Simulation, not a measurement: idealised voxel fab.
A process module follows: voxel ribs on slabs.
FYI the section here is cut, 285 nm wide, cells are 5 nm squares.
Bands, listed from the top down, are how a cross-section gets written in this document; the cross-section itself is a grid of square cells, and a band is one or more rows of them.
Basically the band line says how high the top is and how high the bottom is, in nm, and then what's in it from left to right, every material with its width in nm. Empty space shows up as "air", and if a single material carries "all across" it runs the full band edge to edge.
Basically, 0 is our baseline, since under it the wafer straight out of the box is all one material. The bottom band has no lower end and keeps on going down, so it looks like "from 0 down".
A width such as "30..40" changes by the same amount from each row of cells to the next, from the band's top row to its bottom row.
"identical to before" means the step left every cell of the cross-section as it was.
Basically, "Sealed void list" tells you about the enclosed voids: empty spaces with no open way to the top, 8 cells or bigger, each written width x height at distance, where distance is from the left edge, all in nm.
Read whatever lies past the settings on a step's line as the simulator's own remark about the step.
A step's line can hold "overlay nm"; with a mask on that step, the setting says how far right of the planned place the mask lay, while a negative setting says it lay to the left.

THE PROCESS STEPS THAT WERE PLANNED ARE LISTED BELOW
- 1: RECEIVE | material Si
- 2: DIRECTIONAL_DEP | material SiO2 | thk nm 20
- 3: DIRECTIONAL_DEP | material SiN | thk nm 20
- 4: MASKED_ETCH | tone cover | mask id RIB | width nm 20 | etch materials SiN | depth nm 10 | overlay nm 0
- 5: PATTERN | tone cover | mask id SLAB | material resist | width nm 60 | thk nm 20 | overlay nm 0
- 6: DIRECTIONAL_ETCH | etch materials SiN | depth nm 10
- 7: STRIP | etch materials resist
- 8: FILL_DEP | material SiO2 | thk nm 20
- 9: CMP | height nm 55
- 10: DIRECTIONAL_DEP | material W | thk nm 10
- 11: MASKED_ETCH | tone cover | mask id HEATER | width nm 30 | etch materials W | depth nm 10 | overlay nm 0
- 12: CONFORMAL_DEP | material SiO2 | thk nm 10

CROSS-SECTION OF THE WAFER AS IT CAME TO US, I.E., ALREADY THROUGH STEP 1
  from 0 down: Si all across
  Sealed void list: none

CROSS-SECTIONAL RESULT AFTER MODULE COMPLETION. NOTE: STARTING CONDITION AND PLAN ARE UNCHANGED FROM ABOVE; ONE PROCESSING MISTAKE WAS MADE
  from 75 to 65: 115 air | 50 W | 120 air
  from 65 to 55: W all across
  from 55 to 40: SiO2 all across
  from 40 to 30: 130 SiO2 | 20 SiN | 135 SiO2
  from 30 to 20: 110 SiO2 | 60 SiN | 115 SiO2
  from 20 to 0: SiO2 all across
  from 0 down: Si all across
  Sealed void list: none
Finding, execution versus plan: so step 12 ended up running with a different setting than we planned, it ran as CONFORMAL_DEP | material W | thk nm 10
